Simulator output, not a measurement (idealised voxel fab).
Module name: voxel capacitor over wiring (process module)
Cross-sectional view cut (width: 295 nm; square cell size: 5 nm).
For the purposes of this document, a cross-section shall be understood as a grid of square cells, specified as bands listed in top-to-bottom order, each band consisting of one or more rows of cells.
It is stipulated that each band's entry specify, in nanometres, the height of the top of the band and then that of its bottom, followed by the materials of the band in left-to-right sequence, each together with its width in nanometres. A single material marked by the word "throughout" is understood to fill the band from edge to edge; the word "air" is understood to denote empty space.
All heights in this document are referenced to 0, defined as the level beneath which the wafer, as received, consists entirely of one material. The lowest band is not bounded below; it extends indefinitely downward and is written in the form "0 down".
It should be noted that a width expressed as "30->40" varies in equal increments from row to row of cells within the band, taking the value of the first number at the top row and that of the second number at the bottom row.
"identical to before" after a step means that no cell of the cross-section changed.
Under "Internal closed voids" you'll find the enclosed gaps, the ones with no way out to the top, that are 8 cells or bigger; each reads width x height at distance, with distance counted from the left edge, everything in nm.
Note: text after step settings on the step line = simulator remark on that step.
overlay nm: where the mask lay relative to plan, measured to the right, on steps with a mask; negatives go left.

[The planned process steps are enumerated hereunder]
1 RECEIVE [material Si]
2 CONFORMAL_DEP [material SiO2] [thk nm 10]
3 DIRECTIONAL_DEP [material TiN] [thk nm 5]
4 DIRECTIONAL_DEP [material W] [thk nm 20]
5 MASKED_ETCH [tone cover] [mask id METAL_1] [width nm 30] [pitch nm 100] [etch materials W] [depth nm 20] [overlay nm 0]
6 MASKED_ETCH [tone cover] [mask id METAL_1] [width nm 30] [pitch nm 100] [etch materials TiN] [depth nm 5] [overlay nm 0]
7 FILL_DEP [material SiO2] [thk nm 5]
8 CMP [height nm 35]
9 CONFORMAL_DEP [material SiCN] [thk nm 5]
10 DIRECTIONAL_DEP [material lowk] [thk nm 20]
11 MASKED_ETCH [tone open] [mask id PLUG_1] [width nm 15] [etch materials lowk] [depth nm 20] [overlay nm 0]
12 MASKED_ETCH [tone open] [mask id PLUG_1] [width nm 15] [etch materials SiCN] [depth nm 5] [overlay nm 0]
13 EPI [material Ru] [thk nm 10]
14 EPI [material Ru] [thk nm 10]
15 EPI [material Ru] [thk nm 5]
16 DIRECTIONAL_DEP [material TiN] [thk nm 5]
17 DIRECTIONAL_DEP [material Al2O3] [thk nm 5]
18 DIRECTIONAL_DEP [material TiN] [thk nm 5]
19 DIRECTIONAL_DEP [material aC] [thk nm 15]
20 PATTERN [tone cover] [mask id UPPER_PLATE] [material resist] [width nm 75] [thk nm 30] [overlay nm 0]
21 DIRECTIONAL_ETCH [etch materials aC] [depth nm 15]
22 STRIP [etch materials resist]
23 DIRECTIONAL_ETCH [etch materials TiN] [depth nm 5]
24 DIRECTIONAL_ETCH [etch materials Al2O3] [depth nm 5]
25 STRIP [etch materials aC]
26 DIRECTIONAL_DEP [material aC] [thk nm 10]
27 PATTERN [tone cover] [mask id LOWER_PLATE] [material resist] [width nm 85] [thk nm 30] [overlay nm 0]
28 DIRECTIONAL_ETCH [etch materials aC] [depth nm 10]
29 STRIP [etch materials resist]
30 DIRECTIONAL_ETCH [etch materials TiN] [depth nm 5]
31 STRIP [etch materials aC]
32 FILL_DEP [material SiO2] [thk nm 20]
33 CMP [height nm 90]
34 PATTERN [tone open] [mask id PLUG_2] [material resist] [width nm 15] [thk nm 15] [overlay nm 0]
35 DIRECTIONAL_ETCH [etch materials SiO2] [depth nm 15]
36 STRIP [etch materials resist]
37 CONFORMAL_DEP [material TiN] [thk nm 5]
38 FILL_DEP [material Ru] [thk nm 10]
39 CMP [height nm 90]
40 CONFORMAL_DEP [material SiCN] [thk nm 5]

[Of two wafers, the first: run according to plan]

[Here's what the wafer looked like in cross-section when it arrived - that's after step 1]
* 0 down: Si throughout
* Internal closed voids: none

[Cross-sectional representation of the wafer at the conclusion of step 2]
* 10 to 0: SiO2 throughout
* Below 0, the layers are the same as they were.

[Cross-sectional representation of the wafer at the conclusion of step 3]
* 15 to 10: TiN throughout
* Below 10, the layers are the same as they were.

[Cross-sectional representation of the wafer at the conclusion of step 4]
* 35 to 15: W throughout
* Below 15, the layers are the same as they were.

[Cross-sectional representation of the wafer at the conclusion of step 5]
* 35 to 15: air 80 / W 30 / air 70 / W 30 / air 85
* Below 15, the layers are the same as they were.

[Cross-sectional representation of the wafer at the conclusion of step 6]
* 35 to 15: air 80 / W 30 / air 70 / W 30 / air 85
* 15 to 10: air 80 / TiN 30 / air 70 / TiN 30 / air 85
* Below 10, the layers are the same as they were.

[Cross-sectional representation of the wafer at the conclusion of step 7]
* 40 to 35: SiO2 throughout
* 35 to 15: SiO2 80 / W 30 / SiO2 70 / W 30 / SiO2 85
* 15 to 10: SiO2 80 / TiN 30 / SiO2 70 / TiN 30 / SiO2 85
* Below 10, the layers are the same as they were.

[Cross-sectional representation of the wafer at the conclusion of step 8]
* 35 to 15: SiO2 80 / W 30 / SiO2 70 / W 30 / SiO2 85
* Below 15, the layers are the same as they were.

[Cross-sectional representation of the wafer at the conclusion of step 9]
* 40 to 35: SiCN throughout
* Below 35, the layers are the same as they were.

[Cross-sectional representation of the wafer at the conclusion of step 10]
* 60 to 40: lowk throughout
* Below 40, the layers are the same as they were.

[Cross-sectional representation of the wafer at the conclusion of step 11]
* 60 to 40: lowk 95 / air 15 / lowk 185
* Below 40, the layers are the same as they were.

[Cross-sectional representation of the wafer at the conclusion of step 12]
* 60 to 40: lowk 95 / air 15 / lowk 185
* 40 to 35: SiCN 95 / air 15 / SiCN 185
* Below 35, the layers are the same as they were.

[Cross-sectional representation of the wafer at the conclusion of step 13]
* 60 to 45: lowk 95 / air 15 / lowk 185
* 45 to 40: lowk 95 / Ru 15 / lowk 185
* 40 to 35: SiCN 95 / Ru 15 / SiCN 185
* Below 35, the layers are the same as they were.

[Cross-sectional representation of the wafer at the conclusion of step 14]
* 60 to 55: lowk 95 / air 15 / lowk 185
* 55 to 40: lowk 95 / Ru 15 / lowk 185
* Below 40, the layers are the same as they were.

[Cross-sectional representation of the wafer at the conclusion of step 15]
* 60 to 40: lowk 95 / Ru 15 / lowk 185
* Below 40, the layers are the same as they were.

[Cross-sectional representation of the wafer at the conclusion of step 16]
* 65 to 60: TiN throughout
* Below 60, the layers are the same as they were.

[Cross-sectional representation of the wafer at the conclusion of step 17]
* 70 to 65: Al2O3 throughout
* Below 65, the layers are the same as they were.

[Cross-sectional representation of the wafer at the conclusion of step 18]
* 75 to 70: TiN throughout
* Below 70, the layers are the same as they were.

[Cross-sectional representation of the wafer at the conclusion of step 19]
* 90 to 75: aC throughout
* Below 75, the layers are the same as they were.

[Cross-sectional representation of the wafer at the conclusion of step 20]
* 120 to 90: air 95 / resist 75 / air 125
* Below 90, the layers are the same as they were.

[Cross-sectional representation of the wafer at the conclusion of step 21]
* 105 to 90: air 95 / resist 75 / air 125
* 90 to 75: air 95 / aC 75 / air 125
* Below 75, the layers are the same as they were.

[Cross-sectional representation of the wafer at the conclusion of step 22]
* 90 to 75: air 95 / aC 75 / air 125
* Below 75, the layers are the same as they were.

[Cross-sectional representation of the wafer at the conclusion of step 23]
* 90 to 75: air 95 / aC 75 / air 125
* 75 to 70: air 95 / TiN 75 / air 125
* Below 70, the layers are the same as they were.

[Cross-sectional representation of the wafer at the conclusion of step 24]
* 90 to 75: air 95 / aC 75 / air 125
* 75 to 70: air 95 / TiN 75 / air 125
* 70 to 65: air 95 / Al2O3 75 / air 125
* Below 65, the layers are the same as they were.

[Cross-sectional representation of the wafer at the conclusion of step 25]
* 75 to 70: air 95 / TiN 75 / air 125
* Below 70, the layers are the same as they were.

[Cross-sectional representation of the wafer at the conclusion of step 26]
* 85 to 75: air 95 / aC 75 / air 125
* 75 to 70: aC 95 / TiN 75 / aC 125
* 70 to 65: aC 95 / Al2O3 75 / aC 125
* Below 65, the layers are the same as they were.

[Cross-sectional representation of the wafer at the conclusion of step 27]
* 115 to 85: air 90 / resist 85 / air 120
* 85 to 75: air 90 / resist 5 / aC 75 / resist 5 / air 120
* Below 75, the layers are the same as they were.

[Cross-sectional representation of the wafer at the conclusion of step 28]
* 105 to 85: air 90 / resist 85 / air 120
* 85 to 75: air 90 / resist 5 / aC 75 / resist 5 / air 120
* 75 to 70: air 90 / aC 5 / TiN 75 / aC 5 / air 120
* 70 to 65: air 90 / aC 5 / Al2O3 75 / aC 5 / air 120
* Below 65, the layers are the same as they were.

[Cross-sectional representation of the wafer at the conclusion of step 29]
* 85 to 75: air 95 / aC 75 / air 125
* Below 75, the layers are the same as they were.

[Cross-sectional representation of the wafer at the conclusion of step 30]
* 85 to 75: air 95 / aC 75 / air 125
* 75 to 70: air 90 / aC 5 / TiN 75 / aC 5 / air 120
* 70 to 65: air 90 / aC 5 / Al2O3 75 / aC 5 / air 120
* 65 to 60: air 90 / TiN 85 / air 120
* Below 60, the layers are the same as they were.

[Cross-sectional representation of the wafer at the conclusion of step 31]
* 75 to 70: air 95 / TiN 75 / air 125
* 70 to 65: air 95 / Al2O3 75 / air 125
* Below 65, the layers are the same as they were.

[Cross-sectional representation of the wafer at the conclusion of step 32]
* 95 to 75: SiO2 throughout
* 75 to 70: SiO2 95 / TiN 75 / SiO2 125
* 70 to 65: SiO2 95 / Al2O3 75 / SiO2 125
* 65 to 60: SiO2 90 / TiN 85 / SiO2 120
* Below 60, the layers are the same as they were.

[Cross-sectional representation of the wafer at the conclusion of step 33]
* 90 to 75: SiO2 throughout
* Below 75, the layers are the same as they were.

[Cross-sectional representation of the wafer at the conclusion of step 34]
* 105 to 90: resist 105 / air 15 / resist 175
* Below 90, the layers are the same as they were.

[Cross-sectional representation of the wafer at the conclusion of step 35]
* 105 to 90: resist 105 / air 15 / resist 175
* 90 to 75: SiO2 105 / air 15 / SiO2 175
* Below 75, the layers are the same as they were.

[Cross-sectional representation of the wafer at the conclusion of step 36]
* 90 to 75: SiO2 105 / air 15 / SiO2 175
* Below 75, the layers are the same as they were.

[Cross-sectional representation of the wafer at the conclusion of step 37]
* 95 to 90: TiN 110 / air 5 / TiN 180
* 90 to 80: SiO2 105 / TiN 5 / air 5 / TiN 5 / SiO2 175
* 80 to 70: SiO2 105->95 / TiN 15->75 / SiO2 175->125
* Below 70, the layers are the same as they were.

[Cross-sectional representation of the wafer at the conclusion of step 38]
* 105 to 95: Ru throughout
* 95 to 90: TiN 110 / Ru 5 / TiN 180
* 90 to 80: SiO2 105 / TiN 5 / Ru 5 / TiN 5 / SiO2 175
* Below 80, the layers are the same as they were.

[Cross-sectional representation of the wafer at the conclusion of step 39]
* 90 to 80: SiO2 105 / TiN 5 / Ru 5 / TiN 5 / SiO2 175
* Below 80, the layers are the same as they were.

[Cross-sectional representation of the wafer at the conclusion of step 40]
* 95 to 90: SiCN throughout
* Below 90, the layers are the same as they were.

[The Second Wafer: Common Origin and Plan, One Mistake in Execution, Identical to the First Through Step 19]

[Second wafer, cut view, end of step 20 per plan]
* 120 to 90: air 100 / resist 65 / air 130
* Below 90, the layers are the same as they were.

[Second wafer, cut view, end of step 21 per plan]
* 105 to 90: air 100 / resist 65 / air 130
* 90 to 75: air 100 / aC 65 / air 130
* Below 75, the layers are the same as they were.

[Second wafer, cut view, end of step 22 per plan]
* 90 to 75: air 100 / aC 65 / air 130
* Below 75, the layers are the same as they were.

[Second wafer, cut view, end of step 23 per plan]
* 90 to 75: air 100 / aC 65 / air 130
* 75 to 70: air 100 / TiN 65 / air 130
* Below 70, the layers are the same as they were.

[Second wafer, cut view, end of step 24 per plan]
* 90 to 75: air 100 / aC 65 / air 130
* 75 to 70: air 100 / TiN 65 / air 130
* 70 to 65: air 100 / Al2O3 65 / air 130
* Below 65, the layers are the same as they were.

[Second wafer, cut view, end of step 25 per plan]
* 75 to 70: air 100 / TiN 65 / air 130
* Below 70, the layers are the same as they were.

[Second wafer, cut view, end of step 26 per plan]
* 85 to 75: air 100 / aC 65 / air 130
* 75 to 70: aC 100 / TiN 65 / aC 130
* 70 to 65: aC 100 / Al2O3 65 / aC 130
* Below 65, the layers are the same as they were.

[Second wafer, cut view, end of step 27 per plan]
* 115 to 85: air 90 / resist 85 / air 120
* 85 to 75: air 90 / resist 10 / aC 65 / resist 10 / air 120
* Below 75, the layers are the same as they were.

[Second wafer, cut view, end of step 28 per plan]
* 105 to 85: air 90 / resist 85 / air 120
* 85 to 75: air 90 / resist 10 / aC 65 / resist 10 / air 120
* 75 to 70: air 90 / aC 10 / TiN 65 / aC 10 / air 120
* 70 to 65: air 90 / aC 10 / Al2O3 65 / aC 10 / air 120
* Below 65, the layers are the same as they were.

[Second wafer, cut view, end of step 29 per plan]
* 85 to 75: air 100 / aC 65 / air 130
* Below 75, the layers are the same as they were.

[Second wafer, cut view, end of step 30 per plan]
* 85 to 75: air 100 / aC 65 / air 130
* 75 to 70: air 90 / aC 10 / TiN 65 / aC 10 / air 120
* 70 to 65: air 90 / aC 10 / Al2O3 65 / aC 10 / air 120
* 65 to 60: air 90 / TiN 85 / air 120
* Below 60, the layers are the same as they were.

[Second wafer, cut view, end of step 31 per plan]
* 75 to 70: air 100 / TiN 65 / air 130
* 70 to 65: air 100 / Al2O3 65 / air 130
* Below 65, the layers are the same as they were.

[Second wafer, cut view, end of step 32 per plan]
* 95 to 75: SiO2 throughout
* 75 to 70: SiO2 100 / TiN 65 / SiO2 130
* 70 to 65: SiO2 100 / Al2O3 65 / SiO2 130
* 65 to 60: SiO2 90 / TiN 85 / SiO2 120
* Below 60, the layers are the same as they were.

[Second wafer, cut view, end of step 33 per plan]
* 90 to 75: SiO2 throughout
* Below 75, the layers are the same as they were.

[Second wafer, cut view, end of step 34 per plan]
* 105 to 90: resist 105 / air 15 / resist 175
* Below 90, the layers are the same as they were.

[Second wafer, cut view, end of step 35 per plan]
* 105 to 90: resist 105 / air 15 / resist 175
* 90 to 75: SiO2 105 / air 15 / SiO2 175
* Below 75, the layers are the same as they were.

[Second wafer, cut view, end of step 36 per plan]
* 90 to 75: SiO2 105 / air 15 / SiO2 175
* Below 75, the layers are the same as they were.

[Second wafer, cut view, end of step 37 per plan]
* 95 to 90: TiN 110 / air 5 / TiN 180
* 90 to 80: SiO2 105 / TiN 5 / air 5 / TiN 5 / SiO2 175
* 80 to 70: SiO2 105->100 / TiN 15->65 / SiO2 175->130
* Below 70, the layers are the same as they were.

[Second wafer, cut view, end of step 38 per plan]
* 105 to 95: Ru throughout
* 95 to 90: TiN 110 / Ru 5 / TiN 180
* 90 to 80: SiO2 105 / TiN 5 / Ru 5 / TiN 5 / SiO2 175
* Below 80, the layers are the same as they were.

[Second wafer, cut view, end of step 39 per plan]
* 90 to 80: SiO2 105 / TiN 5 / Ru 5 / TiN 5 / SiO2 175
* Below 80, the layers are the same as they were.

[Second wafer, cut view, end of step 40 per plan]
* 95 to 90: SiCN throughout
* Below 90, the layers are the same as they were.
What broke from the plan during processing? step 20 ran differently from the plan; actual operation with settings: PATTERN [tone cover] [mask id UPPER_PLATE] [material resist] [width nm 65] [thk nm 30] [overlay nm 0]
Final difference in cells, second wafer against first, listed per material as more or fewer: Al2O3: 2 fewer; SiO2: 4 more; TiN: 2 fewer
